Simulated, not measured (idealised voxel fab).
process module | voxel ribs on slabs
cross-section cut | 265 nm wide | cells 5 nm
A cross-section is a grid of square cells, given in bands from the top down. A band is one or more rows of cells.
Each band's line starts with the height of the band's top and of its bottom, in nm. Then come its materials from left to right, each with its width in nm. One material with "throughout" fills the band from edge to edge. "air" is empty space.
Height 0 is the level under which the wafer as received is all one material. The lowest band goes on downwards, as in "0 down".
A width such as "30 to 40" changes by the same amount from each row of cells to the next, from the band's top row to its bottom row.
"no change" after a step means that no cell of the cross-section changed.
closed voids: empty space of 8 cells or more with no open way to the top, each as width x height at its distance from the left edge, in nm
after a step's settings: what the simulator itself notes on the step
overlay nm, on a step with a mask: how far to the right of its planned place the mask lay; to the left if negative
plan
1 op RECEIVE | material Si
2 op DIRECTIONAL_DEP | material SiO2 | thk nm 20
3 op DIRECTIONAL_DEP | material SiN | thk nm 20
4 op PATTERN | tone cover | mask id RIB | material resist | width nm 30 | thk nm 20 | overlay nm 0
5 op DIRECTIONAL_ETCH | etch materials SiN | depth nm 15
6 op STRIP | etch materials resist
7 op MASKED_ETCH | tone cover | mask id SLAB | width nm 90 | etch materials SiN | depth nm 5 | overlay nm 0
8 op FILL_DEP | material SiO2 | thk nm 25
9 op CMP | height nm 65
10 op DIRECTIONAL_DEP | material TiN | thk nm 10
11 op MASKED_ETCH | tone cover | mask id HEATER | width nm 40 | etch materials TiN | depth nm 10 | overlay nm 0
12 op CONFORMAL_DEP | material SiN | thk nm 5
varied across the wafers: thk nm of step 2. The plan shows the first wafer's value. All wafers start alike
first wafer as received, after step 1
  0 down: Si throughout
  closed voids: none
each wafer at the end: cells of each material gained (+) or lost (-) since it was received, then its closed voids
thk nm 20 | +93 SiN | +653 SiO2 | +16 TiN | closed voids: none
thk nm 25 | +93 SiN | +653 SiO2 | +16 TiN | closed voids: none
thk nm 30 | +93 SiN | +653 SiO2 | +16 TiN | closed voids: none
thk nm 35 | +93 SiN | +653 SiO2 | +16 TiN | closed voids: none
thk nm 40 | +93 SiN | +653 SiO2 | +16 TiN | closed voids: none
thk nm 45 | +93 SiN | +653 SiO2 | +16 TiN | closed voids: none
